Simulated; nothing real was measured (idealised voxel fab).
Herein follows the process module entitled voxel capacitor over wiring.
The figure presents cross-section cut, which has a width of 220 nm and is divided into square cells with an edge length of 5 nm.
If you're reading a cross-section in this doc, picture square cells in a grid; it comes to you as bands, top ones listed first down to the bottom, and a band can be one or more rows of cells.
Read a band's entry like this: the first values are the height of its top and the height of its bottom in nm, and what follows is the sequence of materials from left to right, each with its width in nm. Note that "air" is empty space, and that a single material marked "full width" reaches across the band from edge to edge.
Convention: height 0 is the level below which the wafer, as received, is all one material. The lowest band does not terminate at the bottom but continues downward, represented as "0 nm and below".
Note: "30..40" means the width goes from the first number (top row of the band) to the second number (bottom row) in equal steps per row of cells.
Given "no alterations made" for a step, no cell of the cross-section differs between before and after that step.
Each empty space that has no open way to the top and spans at least 8 cells appears under "Cavities, closed" as width x height at distance, the distance counted from the left edge, all in nm.
Post-settings text on a step line: simulator's own remark regarding the step.
The "overlay nm" setting may appear on a step's line; for a step that uses a mask, it gives how far to the right of its planned position the mask lay, and a negative value indicates the left.
This section lists the process steps that were planned
step 1: op RECEIVE | material Si
step 2: op CONFORMAL_DEP | material SiO2 | thk nm 15
step 3: op DIRECTIONAL_DEP | material TiN | thk nm 5
step 4: op DIRECTIONAL_DEP | material W | thk nm 15
step 5: op DIRECTIONAL_DEP | material aC | thk nm 15
step 6: op PATTERN | tone cover | mask id METAL_1 | material resist | width nm 30 | pitch nm 90 | thk nm 30 | overlay nm 0
step 7: op DIRECTIONAL_ETCH | etch materials aC | depth nm 15
step 8: op STRIP | etch materials resist
step 9: op DIRECTIONAL_ETCH | etch materials W | depth nm 15
step 10: op DIRECTIONAL_ETCH | etch materials TiN | depth nm 5
step 11: op STRIP | etch materials aC
step 12: op CONFORMAL_DEP | material SiN | thk nm 5
step 13: op FILL_DEP | material SiO2 | thk nm 5
step 14: op CMP | height nm 35
step 15: op CONFORMAL_DEP | material SiCN | thk nm 5
step 16: op DIRECTIONAL_DEP | material SiO2 | thk nm 15
step 17: op PATTERN | tone open | mask id PLUG_1 | material resist | width nm 15 | thk nm 15 | overlay nm 0
step 18: op DIRECTIONAL_ETCH | etch materials SiO2 | depth nm 15
step 19: op DIRECTIONAL_ETCH | etch materials SiCN | depth nm 5
step 20: op STRIP | etch materials resist
step 21: op CONFORMAL_DEP | material TiN | thk nm 5
step 22: op FILL_DEP | material Cu | thk nm 10
step 23: op CMP | height nm 55
step 24: op DIRECTIONAL_DEP | material TiN | thk nm 10
step 25: op DIRECTIONAL_DEP | material Al2O3 | thk nm 5
step 26: op DIRECTIONAL_DEP | material TiN | thk nm 5
step 27: op PATTERN | tone cover | mask id UPPER_PLATE | material resist | width nm 65 | thk nm 15 | overlay nm 0
step 28: op DIRECTIONAL_ETCH | etch materials TiN | depth nm 5
step 29: op DIRECTIONAL_ETCH | etch materials Al2O3 | depth nm 5
step 30: op STRIP | etch materials resist
step 31: op DIRECTIONAL_DEP | material aC | thk nm 10
step 32: op PATTERN | tone cover | mask id LOWER_PLATE | material resist | width nm 75 | thk nm 25 | overlay nm 0
step 33: op DIRECTIONAL_ETCH | etch materials aC | depth nm 10
step 34: op STRIP | etch materials resist
step 35: op DIRECTIONAL_ETCH | etch materials TiN | depth nm 10
step 36: op STRIP | etch materials aC
step 37: op FILL_DEP | material SiO2 | thk nm 20
step 38: op CMP | height nm 90
step 39: op MASKED_ETCH | tone open | mask id PLUG_2 | width nm 15 | etch materials SiO2 | depth nm 15 | overlay nm 0
step 40: op CONFORMAL_DEP | material TiN | thk nm 5
step 41: op FILL_DEP | material W | thk nm 5
step 42: op CMP | height nm 90
step 43: op CONFORMAL_DEP | material SiCN | thk nm 5
As received (post step 1): cross-section
0 nm and below = Si full width
Cavities, closed: none
This is how the wafer looks in cross-section once the module is done, given the starting state and plan above and one mistake in carrying the plan out
95 nm to 90 nm = SiCN full width
90 nm to 80 nm = SiO2=75; TiN=5; W=5; TiN=5; SiO2=130
80 nm to 70 nm = SiO2=75..65; TiN=15..65; SiO2=130..90
70 nm to 65 nm = SiO2=65; Al2O3=65; SiO2=90
65 nm to 55 nm = SiO2=60; TiN=75; SiO2=85
55 nm to 40 nm = SiO2=65; TiN=5; Cu=5; TiN=5; SiO2=140
40 nm to 35 nm = SiCN=65; TiN=15; SiCN=140
35 nm to 25 nm = SiO2=45; SiN=5; W=30; SiN=5; SiO2=50; SiN=5; W=30; SiN=5; SiO2=45
25 nm to 20 nm = SiN=50; W=30; SiN=60; W=30; SiN=50
20 nm to 15 nm = Al2O3 full width
15 nm to 0 nm = SiO2 full width
0 nm and below = Si full width
Cavities, closed: none
The mistake made against the process plan was this: step 3 ran as: op DIRECTIONAL_DEP | material Al2O3 | thk nm 5
